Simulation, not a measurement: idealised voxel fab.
You're looking at the process module voxel self aligned contacts.
Pictured: cross-section cut, 180 nm wide, on a grid of 5 nm square cells.
For the purposes of this document, a cross-section shall be understood as a grid of square cells, specified as bands listed in top-to-bottom order, each band consisting of one or more rows of cells. Band: top and bottom heights (nm) first, top before bottom; then materials from left to right, widths in nm. "edge to edge" marks a sole material filling the band edge to edge. "blank" denotes empty space. Height reference: 0 = level under which incoming wafer is all one material. Lowest band: no bottom, runs on downward, e.g. "z 0 and below". Per-row width for "30->40": begins at first number (top row of band), ends at second number (bottom row), increment between rows held constant. "stayed the same" (step): cross-section cells unchanged, all of them. In the "Fully sealed cavities" entry, you get each enclosed empty space of 8 cells or more, one with no open way to the top, written width x height at distance, distance from the left edge, in nm. Note: text after step settings on the step line = simulator remark on that step. The line of a step may include "overlay nm". On a step with a mask, this value is how far to the right of its planned place the mask lay. A negative value means the mask lay to the left.
**Intended process steps**
1 RECEIVE with material Si
2 OXIDIZE with depth nm 5
3 DIRECTIONAL_DEP with material polySi, thk nm 30
4 DIRECTIONAL_DEP with material SiN, thk nm 20
5 MASKED_ETCH with tone cover, mask id GATE, width nm 25, pitch nm 55, etch materials SiN, depth nm 20, overlay nm 0
6 MASKED_ETCH with tone cover, mask id GATE, width nm 25, pitch nm 55, etch materials polySi, depth nm 30, overlay nm 0
7 CONFORMAL_DEP with material SiN, thk nm 5
8 DIRECTIONAL_ETCH with etch materials SiN, depth nm 5
9 FILL_DEP with material SiO2, thk nm 20
10 CMP with height nm 60
11 MASKED_ETCH with tone open, mask id CONTACT, width nm 40, pitch nm 55, etch materials SiO2, depth nm 65, overlay nm 0
12 CONFORMAL_DEP with material TiN, thk nm 5
13 FILL_DEP with material Ru, thk nm 5
14 CMP with height nm 60
15 CONFORMAL_DEP with material SiCN, thk nm 5
**First wafer, two in total, run as planned**
**Cross-section of the wafer upon arrival, representing the state reached after step 1**
z 0 and below | Si edge to edge
Fully sealed cavities: none
**So this is the wafer cross-section right after step 2**
z 0 to -5 | SiO2 edge to edge
Lower than -5, everything is as it was.
**So this is the wafer cross-section right after step 3**
z 30 to 0 | polySi edge to edge
Lower than 0, everything is as it was.
**So this is the wafer cross-section right after step 4**
z 50 to 30 | SiN edge to edge
Lower than 30, everything is as it was.
**So this is the wafer cross-section right after step 5**
z 50 to 30 | 20 of blank / 25 of SiN / 30 of blank / 25 of SiN / 30 of blank / 25 of SiN / 25 of blank
Lower than 30, everything is as it was.
**So this is the wafer cross-section right after step 6**
z 50 to 30 | 20 of blank / 25 of SiN / 30 of blank / 25 of SiN / 30 of blank / 25 of SiN / 25 of blank
z 30 to 0 | 20 of blank / 25 of polySi / 30 of blank / 25 of polySi / 30 of blank / 25 of polySi / 25 of blank
Lower than 0, everything is as it was.
**So this is the wafer cross-section right after step 7**
z 55 to 30 | 15 of blank / 35 of SiN / 20 of blank / 35 of SiN / 20 of blank / 35 of SiN / 20 of blank
z 30 to 5 | 15 of blank / 5 of SiN / 25 of polySi / 5 of SiN / 20 of blank / 5 of SiN / 25 of polySi / 5 of SiN / 20 of blank / 5 of SiN / 25 of polySi / 5 of SiN / 20 of blank
z 5 to 0 | 20 of SiN / 25 of polySi / 30 of SiN / 25 of polySi / 30 of SiN / 25 of polySi / 25 of SiN
Lower than 0, everything is as it was.
**So this is the wafer cross-section right after step 8**
z 50 to 30 | 15 of blank / 35 of SiN / 20 of blank / 35 of SiN / 20 of blank / 35 of SiN / 20 of blank
z 30 to 0 | 15 of blank / 5 of SiN / 25 of polySi / 5 of SiN / 20 of blank / 5 of SiN / 25 of polySi / 5 of SiN / 20 of blank / 5 of SiN / 25 of polySi / 5 of SiN / 20 of blank
Lower than 0, everything is as it was.
**So this is the wafer cross-section right after step 9**
z 70 to 50 | SiO2 edge to edge
z 50 to 30 | 15 of SiO2 / 35 of SiN / 20 of SiO2 / 35 of SiN / 20 of SiO2 / 35 of SiN / 20 of SiO2
z 30 to 0 | 15 of SiO2 / 5 of SiN / 25 of polySi / 5 of SiN / 20 of SiO2 / 5 of SiN / 25 of polySi / 5 of SiN / 20 of SiO2 / 5 of SiN / 25 of polySi / 5 of SiN / 20 of SiO2
Lower than 0, everything is as it was.
**So this is the wafer cross-section right after step 10**
z 60 to 50 | SiO2 edge to edge
Lower than 50, everything is as it was.
**So this is the wafer cross-section right after step 11**
z 60 to 50 | 40 of SiO2 / 40 of blank / 15 of SiO2 / 40 of blank / 45 of SiO2
z 50 to 30 | 15 of SiO2 / 35 of SiN / 20 of blank / 35 of SiN / 20 of blank / 35 of SiN / 20 of SiO2
z 30 to 0 | 15 of SiO2 / 5 of SiN / 25 of polySi / 5 of SiN / 20 of blank / 5 of SiN / 25 of polySi / 5 of SiN / 20 of blank / 5 of SiN / 25 of polySi / 5 of SiN / 20 of SiO2
z 0 to -5 | 50 of SiO2 / 20 of blank / 35 of SiO2 / 20 of blank / 55 of SiO2
Lower than -5, everything is as it was.
**So this is the wafer cross-section right after step 12**
z 65 to 60 | 45 of TiN / 30 of blank / 25 of TiN / 30 of blank / 50 of TiN
z 60 to 50 | 40 of SiO2 / 5->15 of TiN / 30->10 of blank / 5->15 of TiN / 15 of SiO2 / 5->15 of TiN / 30->10 of blank / 5->15 of TiN / 45 of SiO2
z 50 to 30 | 15 of SiO2 / 35 of SiN / 5 of TiN / 10 of blank / 5 of TiN / 35 of SiN / 5 of TiN / 10 of blank / 5 of TiN / 35 of SiN / 20 of SiO2
z 30 to 0 | 15 of SiO2 / 5 of SiN / 25 of polySi / 5 of SiN / 5 of TiN / 10 of blank / 5 of TiN / 5 of SiN / 25 of polySi / 5 of SiN / 5 of TiN / 10 of blank / 5 of TiN / 5 of SiN / 25 of polySi / 5 of SiN / 20 of SiO2
z 0 to -5 | 50 of SiO2 / 20 of TiN / 35 of SiO2 / 20 of TiN / 55 of SiO2
Lower than -5, everything is as it was.
**So this is the wafer cross-section right after step 13**
z 70 to 65 | Ru edge to edge
z 65 to 60 | 45 of TiN / 30 of Ru / 25 of TiN / 30 of Ru / 50 of TiN
z 60 to 50 | 40 of SiO2 / 5->15 of TiN / 30->10 of Ru / 5->15 of TiN / 15 of SiO2 / 5->15 of TiN / 30->10 of Ru / 5->15 of TiN / 45 of SiO2
z 50 to 30 | 15 of SiO2 / 35 of SiN / 5 of TiN / 10 of Ru / 5 of TiN / 35 of SiN / 5 of TiN / 10 of Ru / 5 of TiN / 35 of SiN / 20 of SiO2
z 30 to 0 | 15 of SiO2 / 5 of SiN / 25 of polySi / 5 of SiN / 5 of TiN / 10 of Ru / 5 of TiN / 5 of SiN / 25 of polySi / 5 of SiN / 5 of TiN / 10 of Ru / 5 of TiN / 5 of SiN / 25 of polySi / 5 of SiN / 20 of SiO2
Lower than 0, everything is as it was.
**So this is the wafer cross-section right after step 14**
z 60 to 50 | 40 of SiO2 / 5->15 of TiN / 30->10 of Ru / 5->15 of TiN / 15 of SiO2 / 5->15 of TiN / 30->10 of Ru / 5->15 of TiN / 45 of SiO2
Lower than 50, everything is as it was.
**So this is the wafer cross-section right after step 15**
z 65 to 60 | SiCN edge to edge
Lower than 60, everything is as it was.
**The Second Wafer: Common Origin and Plan, One Mistake in Execution, Identical to the First Through Step 4**
**Second wafer at the planned finish of step 5, seen in cross-section**
z 50 to 30 | 20 of SiN / 25 of blank / 30 of SiN / 25 of blank / 30 of SiN / 25 of blank / 25 of SiN
Lower than 30, everything is as it was.
Second wafer at the planned finish of step 6, seen in cross-section: stayed the same
**Second wafer at the planned finish of step 7, seen in cross-section**
z 55 to 35 | 25 of SiN / 15 of blank / 40 of SiN / 15 of blank / 40 of SiN / 15 of blank / 30 of SiN
z 35 to 30 | SiN edge to edge
Lower than 30, everything is as it was.
**Second wafer at the planned finish of step 8, seen in cross-section**
z 50 to 30 | 25 of SiN / 15 of blank / 40 of SiN / 15 of blank / 40 of SiN / 15 of blank / 30 of SiN
Lower than 30, everything is as it was.
**Second wafer at the planned finish of step 9, seen in cross-section**
z 70 to 50 | SiO2 edge to edge
z 50 to 30 | 25 of SiN / 15 of SiO2 / 40 of SiN / 15 of SiO2 / 40 of SiN / 15 of SiO2 / 30 of SiN
Lower than 30, everything is as it was.
**Second wafer at the planned finish of step 10, seen in cross-section**
z 60 to 50 | SiO2 edge to edge
Lower than 50, everything is as it was.
**Second wafer at the planned finish of step 11, seen in cross-section**
z 60 to 50 | 40 of SiO2 / 40 of blank / 15 of SiO2 / 40 of blank / 45 of SiO2
Lower than 50, everything is as it was.
**Second wafer at the planned finish of step 12, seen in cross-section**
z 65 to 60 | 45 of TiN / 30 of blank / 25 of TiN / 30 of blank / 50 of TiN
z 60 to 55 | 40 of SiO2 / 5 of TiN / 30 of blank / 5 of TiN / 15 of SiO2 / 5 of TiN / 30 of blank / 5 of TiN / 45 of SiO2
z 55 to 50 | 40 of SiO2 / 40 of TiN / 15 of SiO2 / 40 of TiN / 45 of SiO2
Lower than 50, everything is as it was.
**Second wafer at the planned finish of step 13, seen in cross-section**
z 70 to 65 | Ru edge to edge
z 65 to 60 | 45 of TiN / 30 of Ru / 25 of TiN / 30 of Ru / 50 of TiN
z 60 to 55 | 40 of SiO2 / 5 of TiN / 30 of Ru / 5 of TiN / 15 of SiO2 / 5 of TiN / 30 of Ru / 5 of TiN / 45 of SiO2
Lower than 55, everything is as it was.
**Second wafer at the planned finish of step 14, seen in cross-section**
z 60 to 55 | 40 of SiO2 / 5 of TiN / 30 of Ru / 5 of TiN / 15 of SiO2 / 5 of TiN / 30 of Ru / 5 of TiN / 45 of SiO2
Lower than 55, everything is as it was.
**Second wafer at the planned finish of step 15, seen in cross-section**
z 65 to 60 | SiCN edge to edge
Lower than 60, everything is as it was.
In executing the process, a mistake was made relative to the plan: step 5 ran differently from the plan; actual operation with settings: MASKED_ETCH with tone open, mask id GATE, width nm 25, pitch nm 55, etch materials SiN, depth nm 20, overlay nm 0
Final difference in cells, second wafer against first, listed per material as more or fewer: 44 fewer of Ru; 12 fewer of SiN; 26 fewer of SiO2; 44 fewer of TiN; 126 more of polySi
